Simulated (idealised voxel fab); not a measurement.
process module | voxel wiring stack
cross-section cut | 170 nm wide | cells 5 nm
A cross-section is a grid of square cells, given in bands from the top down. A band is one or more rows of cells.
Each band's line starts with the height of the band's top and of its bottom, in nm. Then come its materials from left to right, each with its width in nm. One material with "throughout" fills the band from edge to edge. "air" is empty space.
Height 0 is the level under which the wafer as received is all one material. The lowest band goes on downwards, as in "0 down".
A width such as "30 to 40" changes by the same amount from each row of cells to the next, from the band's top row to its bottom row.
"no change" after a step means that no cell of the cross-section changed.
closed voids: empty space of 8 cells or more with no open way to the top, each as width x height at its distance from the left edge, in nm
after a step's settings: what the simulator itself notes on the step
overlay nm, on a step with a mask: how far to the right of its planned place the mask lay; to the left if negative
plan
1 op RECEIVE | material Si
2 op CONFORMAL_DEP | material SiO2 | thk nm 10
3 op DIRECTIONAL_DEP | material TiN | thk nm 5
4 op DIRECTIONAL_DEP | material W | thk nm 20
5 op PATTERN | tone cover | mask id METAL_1 | material resist | width nm 20 | pitch nm 35 | thk nm 15 | overlay nm 0
6 op DIRECTIONAL_ETCH | etch materials W | depth nm 20
7 op DIRECTIONAL_ETCH | etch materials TiN | depth nm 5
8 op STRIP | etch materials resist
9 op CONFORMAL_DEP | material SiN | thk nm 5
10 op FILL_DEP | material lowk | thk nm 10
11 op CMP | height nm 35
12 op CONFORMAL_DEP | material SiCN | thk nm 5
13 op DIRECTIONAL_DEP | material SiO2 | thk nm 10
14 op DIRECTIONAL_DEP | material aC | thk nm 10
15 op PATTERN | tone open | mask id PLUG_1 | material resist | width nm 15 | pitch nm 35 | thk nm 25 | overlay nm 0
16 op DIRECTIONAL_ETCH | etch materials aC | depth nm 10
17 op STRIP | etch materials resist
18 op DIRECTIONAL_ETCH | etch materials SiO2 | depth nm 10
19 op DIRECTIONAL_ETCH | etch materials SiCN | depth nm 5
20 op STRIP | etch materials aC
21 op CONFORMAL_DEP | material TiN | thk nm 5
22 op FILL_DEP | material Ru | thk nm 5
23 op CMP | height nm 50
24 op DIRECTIONAL_DEP | material TiN | thk nm 5
25 op DIRECTIONAL_DEP | material Ru | thk nm 15
26 op MASKED_ETCH | tone cover | mask id METAL_2 | width nm 20 | pitch nm 35 | etch materials Ru | depth nm 15 | overlay nm 0
27 op MASKED_ETCH | tone cover | mask id METAL_2 | width nm 20 | pitch nm 35 | etch materials TiN | depth nm 5 | overlay nm 0
28 op FILL_DEP | material SiO2 | thk nm 5
29 op CMP | height nm 70
30 op CONFORMAL_DEP | material SiCN | thk nm 5
31 op DIRECTIONAL_DEP | material SiO2 | thk nm 20
32 op DIRECTIONAL_DEP | material aC | thk nm 15
33 op PATTERN | tone open | mask id PLUG_2 | material resist | width nm 15 | pitch nm 35 | thk nm 35 | overlay nm 0
34 op DIRECTIONAL_ETCH | etch materials aC | depth nm 15
35 op STRIP | etch materials resist
36 op DIRECTIONAL_ETCH | etch materials SiO2 | depth nm 20
37 op DIRECTIONAL_ETCH | etch materials SiCN | depth nm 5
38 op STRIP | etch materials aC
39 op CONFORMAL_DEP | material TiN | thk nm 5
40 op FILL_DEP | material Ru | thk nm 5
41 op CMP | height nm 95
42 op DIRECTIONAL_DEP | material TiN | thk nm 5
43 op DIRECTIONAL_DEP | material W | thk nm 15
44 op MASKED_ETCH | tone cover | mask id METAL_3 | width nm 20 | pitch nm 35 | etch materials W | depth nm 15 | overlay nm 0
45 op MASKED_ETCH | tone cover | mask id METAL_3 | width nm 20 | pitch nm 35 | etch materials TiN | depth nm 5 | overlay nm 0
46 op FILL_DEP | material SiO2 | thk nm 10
47 op CMP | height nm 115
48 op CONFORMAL_DEP | material SiN | thk nm 5
as received, after step 1
  0 down: Si throughout
  closed voids: none
a wafer at the end: this start, this plan, one mistake
  120 to 115: SiN throughout
  115 to 100: SiO2 55 | W 20 | SiO2 15 | W 20 | SiO2 60
  100 to 95: SiO2 55 | TiN 20 | SiO2 15 | TiN 20 | SiO2 60
  95 to 75: SiO2 55 | TiN 5 | Ru 5 | TiN 5 | SiO2 20 | TiN 5 | Ru 5 | TiN 5 | SiO2 65
  75 to 70: SiCN 55 | TiN 15 | SiCN 20 | TiN 15 | SiCN 65
  70 to 55: SiO2 55 | Ru 20 | SiO2 15 | Ru 20 | SiO2 60
  55 to 50: SiO2 55 | TiN 20 | SiO2 15 | TiN 20 | SiO2 60
  50 to 40: SiO2 55 | TiN 5 | Ru 5 | TiN 5 | SiO2 20 | TiN 5 | Ru 5 | TiN 5 | SiO2 65
  40 to 35: SiCN 55 | TiN 15 | SiCN 20 | TiN 15 | SiCN 65
  35 to 30: lowk throughout
  30 to 25: lowk 50 | SiN 30 | lowk 5 | SiN 30 | lowk 55
  25 to 5: lowk 50 | SiN 5 | W 20 | SiN 5 | lowk 5 | SiN 5 | W 20 | SiN 5 | lowk 55
  5 to 0: SiN 55 | TiN 20 | SiN 15 | TiN 20 | SiN 60
  0 down: Si throughout
  closed voids: none
what went wrong: step 2 was left out
